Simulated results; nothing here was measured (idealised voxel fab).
This is a process module. Its name is voxel quadruple lines.
For reference, the cross-section in this document is cut, with width 155 nm and square cells of 5 nm.
Cross-section layout: square cells on a grid; listed as bands, top to bottom; a band spans one or more cell rows. What a band's entry tells you: where the top is and where the bottom is, as heights in nm, and after that what lies inside, material by material from left to right, each with its width in nm. Empty space is written as the word "air", and a single material marked with the word "edge to edge" occupies the band from edge to edge. Beneath 0, the wafer as received is one material, and that level is where height counting begins. The lowest band goes on downward without a bottom; it is written like "0 and below". A width given as "30 to 40" starts at the first number in the band's top row and ends at the second number in its bottom row, shifting by an equal amount at every step from row to row. "nothing altered" -> step changed no cross-section cell. Any empty space of 8 cells or more lacking an open way to the top shows up in "Sealed voids" as width x height at distance, distance from the left edge, in nm. Step line, after settings: the simulator's comment on this step. A step's line can hold "overlay nm"; with a mask on that step, the setting says how far right of the planned place the mask lay, while a negative setting says it lay to the left.

The following list gives the planned process steps:
1. RECEIVE: material Si
2. CONFORMAL_DEP: material SiO2, thk nm 5
3. DIRECTIONAL_DEP: material W, thk nm 10
4. DIRECTIONAL_DEP: material polySi, thk nm 15
5. DIRECTIONAL_DEP: material aC, thk nm 20
6. PATTERN: tone cover, mask id MANDREL, material resist, width nm 35, thk nm 30, overlay nm 0
7. DIRECTIONAL_ETCH: etch materials aC, depth nm 20
8. STRIP: etch materials resist
9. CONFORMAL_DEP: material SiO2, thk nm 15
10. DIRECTIONAL_ETCH: etch materials SiO2, depth nm 15
11. STRIP: etch materials aC
12. DIRECTIONAL_ETCH: etch materials polySi, depth nm 15
13. STRIP: etch materials SiO2
14. CONFORMAL_DEP: material SiCN, thk nm 10
15. DIRECTIONAL_ETCH: etch materials SiCN, depth nm 10
16. STRIP: etch materials polySi
17. DIRECTIONAL_ETCH: etch materials W, depth nm 10
18. STRIP: etch materials SiCN

As received (post step 1): cross-section:
    0 and below | Si edge to edge
    Sealed voids: none

The module was run from the start shown above using the plan shown above, but one mistake was made doing it; the resulting wafer cross-section is below:
    15 down to 5 | 40 air; 10 W; 15 air; 10 W; 10 air; 10 W; 15 air; 10 W; 35 air
    5 down to 0 | SiO2 edge to edge
    0 and below | Si edge to edge
    Sealed voids: none
What went wrong in running the wafer? step 6 off recipe, ran as PATTERN: tone cover, mask id MANDREL, material resist, width nm 30, thk nm 30, overlay nm 0
